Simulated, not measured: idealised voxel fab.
Title: Process Module voxel released beams
Square cell edge 5 nm, section width 285 nm, ID cut.
A cross-section in this document is a grid of square cells, and it is written down as bands, the top band listed before the ones below it; a band is made up of one or more rows of cells. Top, bottom (nm), then materials left to right with widths (nm); lone material tagged "everywhere" fills the whole band edge to edge; "air" = empty space. The level at which height equals 0 is the one under which the wafer, as it arrives, is entirely one material. No lower edge exists for the bottom band, which continues downward and is notated as in "from 0 down". When a width is written as two numbers, as in "30..40", the first number is the width in the top row of cells of the band and the second is the width in its bottom row, and the width changes by the same amount from each row to the next. "remained unchanged" means the step left every cell of the cross-section as it was. Each empty space that has no open way to the top and spans at least 8 cells appears under "Fully closed voids" as width x height at distance, the distance counted from the left edge, all in nm. Formally, on a step line, whatever follows the settings is a remark that the simulator itself makes on the step. overlay nm: where the mask lay relative to plan, measured to the right, on steps with a mask; negatives go left.
## Planned process steps
1,RECEIVE (material Si)
2,CONFORMAL_DEP (material Al2O3; thk nm 5)
3,DIRECTIONAL_DEP (material SiO2; thk nm 20)
4,MASKED_ETCH (tone open; mask id ANCHOR; width nm 35; etch materials SiO2; depth nm 20; overlay nm 0)
5,CONFORMAL_DEP (material polySi; thk nm 5)
6,MASKED_ETCH (tone cover; mask id BEAM; width nm 90; etch materials polySi; depth nm 15; overlay nm 0)
7,STRIP (etch materials SiO2)
The plan shows the thk nm of step 5 as the first wafer had it; this setting differs between the wafers, which start out alike.
## The first of several wafers in cross-section, exactly as it reached us after step 1
from 0 down | Si everywhere
Fully closed voids: none
## Quick look at the cross-section of the first of several wafers after step 7, which wraps up the module
from 30 to 25 | air 95, polySi 10, air 25, polySi 55, air 100
from 25 to 10 | air 100, polySi 5, air 25, polySi 5, air 150
from 10 to 5 | air 100, polySi 35, air 150
from 5 to 0 | Al2O3 everywhere
from 0 down | Si everywhere
Fully closed voids: none
## X-section, last wafer, module end
from 55 to 40 | air 95, polySi 90, air 100
from 40 to 25 | polySi everywhere
from 25 to 5 | SiO2 100, polySi 35, SiO2 150
from 5 to 0 | Al2O3 everywhere
from 0 down | Si everywhere
Fully closed voids: none
## The following table contains a row per wafer, in which are reported, at the conclusion of the module, the cells of each material gained (+) or lost (-) since the wafer's receipt, with its closed voids given thereafter
thk nm 5, +57 Al2O3, +26 polySi, Fully closed voids: none
thk nm 10, +57 Al2O3, +52 polySi, Fully closed voids: none
thk nm 15, +57 Al2O3, +78 polySi, Fully closed voids: none
thk nm 20, +57 Al2O3, +200 SiO2, +139 polySi, Fully closed voids: none
thk nm 25, +57 Al2O3, +200 SiO2, +196 polySi, Fully closed voids: none
thk nm 30, +57 Al2O3, +200 SiO2, +253 polySi, Fully closed voids: none
